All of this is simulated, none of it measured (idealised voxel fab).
process module | voxel wiring stack
cross-section cut | 185 nm wide | cells 5 nm
A cross-section is a grid of square cells, given in bands from the top down. A band is one or more rows of cells.
Each band's line starts with the height of the band's top and of its bottom, in nm. Then come its materials from left to right, each with its width in nm. One material with "throughout" fills the band from edge to edge. "air" is empty space.
Height 0 is the level under which the wafer as received is all one material. The lowest band goes on downwards, as in "0 down".
A width such as "30 to 40" changes by the same amount from each row of cells to the next, from the band's top row to its bottom row.
"no change" after a step means that no cell of the cross-section changed.
closed voids: empty space of 8 cells or more with no open way to the top, each as width x height at its distance from the left edge, in nm
after a step's settings: what the simulator itself notes on the step
overlay nm, on a step with a mask: how far to the right of its planned place the mask lay; to the left if negative
plan
1 op RECEIVE | material Si
2 op CONFORMAL_DEP | material SiO2 | thk nm 15
3 op CONFORMAL_DEP | material SiN | thk nm 5
4 op DIRECTIONAL_DEP | material lowk | thk nm 20
5 op PATTERN | tone open | mask id METAL_1 | material resist | width nm 20 | pitch nm 45 | thk nm 20 | overlay nm 0
6 op DIRECTIONAL_ETCH | etch materials lowk | depth nm 20
7 op DIRECTIONAL_ETCH | etch materials SiN | depth nm 5
8 op STRIP | etch materials resist
9 op CONFORMAL_DEP | material TiN | thk nm 5
10 op FILL_DEP | material Cu | thk nm 10
11 op CMP | height nm 40
12 op EPI | material Ru | thk nm 5
13 op FILL_DEP | material SiCN | thk nm 5
14 op DIRECTIONAL_DEP | material lowk | thk nm 20
15 op MASKED_ETCH | tone open | mask id PLUG_1 | width nm 15 | pitch nm 90 | etch materials lowk | depth nm 20 | overlay nm 0
16 op MASKED_ETCH | tone open | mask id PLUG_1 | width nm 15 | pitch nm 90 | etch materials SiCN | depth nm 5 | overlay nm 0
17 op CONFORMAL_DEP | material TiN | thk nm 5
18 op FILL_DEP | material W | thk nm 5
19 op CMP | height nm 70
20 op DIRECTIONAL_DEP | material TiN | thk nm 5
21 op DIRECTIONAL_DEP | material Ru | thk nm 25
22 op DIRECTIONAL_DEP | material aC | thk nm 10
23 op PATTERN | tone cover | mask id METAL_2 | material resist | width nm 20 | pitch nm 45 | thk nm 30 | overlay nm 0
24 op DIRECTIONAL_ETCH | etch materials aC | depth nm 10
25 op STRIP | etch materials resist
26 op DIRECTIONAL_ETCH | etch materials Ru | depth nm 25
27 op DIRECTIONAL_ETCH | etch materials TiN | depth nm 5
28 op STRIP | etch materials aC
29 op FILL_DEP | material SiO2 | thk nm 10
30 op CMP | height nm 100
31 op CONFORMAL_DEP | material SiCN | thk nm 5
as received, after step 1
  0 down: Si throughout
  closed voids: none
a wafer at the end: this start, this plan, one mistake
  105 to 100: SiCN throughout
  100 to 75: SiO2 30 | Ru 20 | SiO2 25 | Ru 20 | SiO2 25 | Ru 20 | SiO2 45
  75 to 70: SiO2 30 | TiN 20 | SiO2 25 | TiN 20 | SiO2 25 | TiN 20 | SiO2 45
  70 to 50: lowk 35 | TiN 5 | W 5 | TiN 5 | lowk 75 | TiN 5 | W 5 | TiN 5 | lowk 45
  50 to 45: SiCN 35 | TiN 15 | SiCN 75 | TiN 15 | SiCN 45
  45 to 40: SiCN 30 | Ru 30 | SiCN 15 | Ru 30 | SiCN 15 | Ru 30 | SiCN 35
  40 to 20: lowk 35 | TiN 5 | Cu 10 | TiN 5 | lowk 25 | TiN 5 | Cu 10 | TiN 5 | lowk 25 | TiN 5 | Cu 10 | TiN 5 | lowk 40
  20 to 15: SiN 35 | TiN 20 | SiN 25 | TiN 20 | SiN 25 | TiN 20 | SiN 40
  15 to 0: SiO2 throughout
  0 down: Si throughout
  closed voids: none
what went wrong: step 23 ran as: op PATTERN | tone cover | mask id METAL_2 | material resist | width nm 20 | pitch nm 45 | thk nm 30 | overlay nm -5
